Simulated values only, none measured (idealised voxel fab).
Process module name: voxel double patterning
150 nm wide, 5 nm square cells: that's cross-section cut.
For the purposes of this document, a cross-section shall be understood as a grid of square cells, specified as bands listed in top-to-bottom order, each band consisting of one or more rows of cells. Quick guide to a band line: top height, bottom height (nm) up front; then every material left to right with its width in nm. Only one material and it's marked "all across"? Then it fills the band edge to edge. And "blank" just means empty space. We count height from 0. Below that, the starting wafer is all one material. The lowest band never ends at the bottom but goes on down; see "0 -> down" for how that is written. You'd read "30->40" like this: the band's top row of cells is as wide as the first number, its bottom row is as wide as the second, and going down, every row changes width by the same amount as the row before did. Where a step carries "no change occurred", the cross-section came out of it unchanged, cell for cell. For the entry "Tabulated closed voids", the listed items are empty spaces with no open way to the top whose size is 8 cells or more; each item follows the pattern width x height at distance, where distance is from the left edge and all three are in nm. It should be noted that, on the line of a given step, the content following the step's settings is a remark produced by the simulator itself with respect to that step. Among the settings permitted on a step's line is "overlay nm"; applied to a step with a mask, it specifies the extent to which the mask lay to the right of its planned position, whereas a negative figure signifies a position to the left.
The steps planned for the process are as follows:
step 1: RECEIVE: material Si
step 2: CONFORMAL_DEP: material SiN, thk nm 5
step 3: DIRECTIONAL_DEP: material SiO2, thk nm 20
step 4: DIRECTIONAL_DEP: material SiCN, thk nm 5
step 5: DIRECTIONAL_DEP: material aC, thk nm 10
step 6: PATTERN: tone open, mask id FIRST, material resist, width nm 15, pitch nm 50, thk nm 25, overlay nm 0
step 7: DIRECTIONAL_ETCH: etch materials aC, depth nm 10
step 8: STRIP: etch materials resist
step 9: DIRECTIONAL_ETCH: etch materials SiCN, depth nm 5
step 10: STRIP: etch materials aC
step 11: PATTERN: tone open, mask id SECOND, material resist, width nm 15, pitch nm 50, thk nm 15, overlay nm 0
step 12: DIRECTIONAL_ETCH: etch materials SiCN, depth nm 5
step 13: STRIP: etch materials resist
step 14: DIRECTIONAL_ETCH: etch materials SiO2, depth nm 20
step 15: STRIP: etch materials SiCN
Delivered wafer in cross-section: state after step 1:
* 0 -> down = Si all across
* Tabulated closed voids: none
first wafer at the end, as planned:
* 25 -> 5 = SiO2=15, then blank=15, then SiO2=10, then blank=15, then SiO2=10, then blank=15, then SiO2=10, then blank=15, then SiO2=10, then blank=15, then SiO2=20
* 5 -> 0 = SiN all across
* 0 -> down = Si all across
* Tabulated closed voids: none
Here is the second of the two wafers cut open at the end of the module - same start, same plan as the first one, but we made one mistake running it:
* 25 -> 5 = SiO2=15, then blank=20, then SiO2=5, then blank=15, then SiO2=10, then blank=20, then SiO2=5, then blank=15, then SiO2=10, then blank=20, then SiO2=15
* 5 -> 0 = SiN all across
* 0 -> down = Si all across
* Tabulated closed voids: none
Run error: planned and actual differ for step 6; actual: PATTERN: tone open, mask id FIRST, material resist, width nm 20, pitch nm 50, thk nm 25, overlay nm 0
Cell-count delta at end, second wafer over first, by material: SiO2 -12
